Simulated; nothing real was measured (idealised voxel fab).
Process module in this document: voxel capacitor over wiring
The cross-section shown here is cut; it is 265 nm wide and divided into square cells measuring 5 nm on a side.
Think of the cross-section as a grid of square cells. We describe it in bands, top to bottom, and each band covers one or more rows of those cells. First you get the band's top height and its bottom height, in nm, and then the materials it's made of, left to right, with each width in nm. If you see a single material with "throughout", that one covers the band edge to edge. "blank" is empty space. The level at which height equals 0 is the one under which the wafer, as it arrives, is entirely one material. No lower edge exists for the bottom band, which continues downward and is notated as in "0 down". A width given as "30..40" starts at the first number in the band's top row and ends at the second number in its bottom row, shifting by an equal amount at every step from row to row. The designation "no change", where it is given for a processing step, indicates that no cell of the cross-section was altered in the course of that step. The list in "Voids, sealed" covers empty spaces of 8 cells or more that cannot reach the top through any open way, and it gives each as width x height at distance; the distance is from the left edge, and width, height and distance are in nm. after a step's settings: what the simulator itself notes on the step. A step's line can hold "overlay nm"; with a mask on that step, the setting says how far right of the planned place the mask lay, while a negative setting says it lay to the left.

Process steps foreseen in the plan
1 RECEIVE with material Si
2 CONFORMAL_DEP with material SiO2, thk nm 15
3 CONFORMAL_DEP with material SiCN, thk nm 5
4 DIRECTIONAL_DEP with material lowk, thk nm 20
5 DIRECTIONAL_DEP with material aC, thk nm 10
6 PATTERN with tone open, mask id METAL_1, material resist, width nm 30, pitch nm 80, thk nm 25, overlay nm 0
7 DIRECTIONAL_ETCH with etch materials aC, depth nm 10
8 STRIP with etch materials resist
9 DIRECTIONAL_ETCH with etch materials lowk, depth nm 20
10 DIRECTIONAL_ETCH with etch materials SiCN, depth nm 5
11 STRIP with etch materials aC
12 CONFORMAL_DEP with material TiN, thk nm 5
13 FILL_DEP with material Ru, thk nm 10
14 CMP with height nm 40
15 EPI with material Ru, thk nm 5
16 FILL_DEP with material SiCN, thk nm 5
17 DIRECTIONAL_DEP with material SiO2, thk nm 20
18 DIRECTIONAL_DEP with material aC, thk nm 10
19 PATTERN with tone open, mask id PLUG_1, material resist, width nm 15, thk nm 25, overlay nm 0
20 DIRECTIONAL_ETCH with etch materials aC, depth nm 10
21 STRIP with etch materials resist
22 DIRECTIONAL_ETCH with etch materials SiO2, depth nm 20
23 DIRECTIONAL_ETCH with etch materials SiCN, depth nm 5
24 STRIP with etch materials aC
25 CONFORMAL_DEP with material TiN, thk nm 5
26 FILL_DEP with material Cu, thk nm 5
27 CMP with height nm 70
28 DIRECTIONAL_DEP with material TiN, thk nm 5
29 DIRECTIONAL_DEP with material SiN, thk nm 5
30 DIRECTIONAL_DEP with material TiN, thk nm 5
31 DIRECTIONAL_DEP with material aC, thk nm 15
32 PATTERN with tone cover, mask id UPPER_PLATE, material resist, width nm 55, thk nm 30, overlay nm 0
33 DIRECTIONAL_ETCH with etch materials aC, depth nm 15
34 STRIP with etch materials resist
35 DIRECTIONAL_ETCH with etch materials TiN, depth nm 5
36 DIRECTIONAL_ETCH with etch materials SiN, depth nm 5
37 STRIP with etch materials aC
38 MASKED_ETCH with tone cover, mask id LOWER_PLATE, width nm 65, etch materials TiN, depth nm 5, overlay nm 0
39 FILL_DEP with material SiO2, thk nm 15
40 CMP with height nm 95
41 MASKED_ETCH with tone open, mask id PLUG_2, width nm 15, etch materials SiO2, depth nm 10, overlay nm 0
42 CONFORMAL_DEP with material TiN, thk nm 5
43 FILL_DEP with material Cu, thk nm 5
44 CMP with height nm 95
45 CONFORMAL_DEP with material SiCN, thk nm 5

Wafer at receipt (post step 1), cross-section
	0 down = Si throughout
	Voids, sealed: none

First wafer of two, sectioned at end of module; run went per plan
	100 to 95 = SiCN throughout
	95 to 90 = 100 SiO2 / 5 TiN / 5 Cu / 5 TiN / 150 SiO2
	90 to 80 = 100..90 SiO2 / 15..55 TiN / 150..120 SiO2
	80 to 75 = 90 SiO2 / 55 SiN / 120 SiO2
	75 to 70 = 85 SiO2 / 65 TiN / 115 SiO2
	70 to 50 = 90 SiO2 / 5 TiN / 5 Cu / 5 TiN / 160 SiO2
	50 to 45 = 90 SiCN / 15 TiN / 160 SiCN
	45 to 40 = 70 SiCN / 40 Ru / 40 SiCN / 40 Ru / 75 SiCN
	40 to 20 = 75 lowk / 5 TiN / 20 Ru / 5 TiN / 50 lowk / 5 TiN / 20 Ru / 5 TiN / 80 lowk
	20 to 15 = 75 SiCN / 30 TiN / 50 SiCN / 30 TiN / 80 SiCN
	15 to 0 = SiO2 throughout
	0 down = Si throughout
	Voids, sealed: none

Cross-sectional view: second of two wafers, end of module; start and plan identical to the first, one mistake in running
	100 to 95 = SiCN throughout
	95 to 90 = 100 SiO2 / 5 TiN / 5 Cu / 5 TiN / 150 SiO2
	90 to 80 = 100..90 SiO2 / 15..55 TiN / 150..120 SiO2
	80 to 75 = 90 SiO2 / 55 SiN / 120 SiO2
	75 to 70 = 85 SiO2 / 65 TiN / 115 SiO2
	70 to 50 = 90 SiO2 / 5 TiN / 5 Cu / 5 TiN / 160 SiO2
	50 to 45 = 90 SiCN / 15 TiN / 160 SiCN
	45 to 35 = Ru throughout
	35 to 30 = 80 TiN / 20 Ru / 60 TiN / 20 Ru / 85 TiN
	30 to 20 = 75 lowk / 5 TiN / 20 Ru / 5 TiN / 50 lowk / 5 TiN / 20 Ru / 5 TiN / 80 lowk
	20 to 15 = 75 SiCN / 30 TiN / 50 SiCN / 30 TiN / 80 SiCN
	15 to 0 = SiO2 throughout
	0 down = Si throughout
	Voids, sealed: none
Misprocessing identified: step 4 ran as: DIRECTIONAL_DEP with material lowk, thk nm 10
at the end the second wafer has, in cells: 82 more of Ru; 37 fewer of SiCN; 37 more of TiN; 82 fewer of lowk
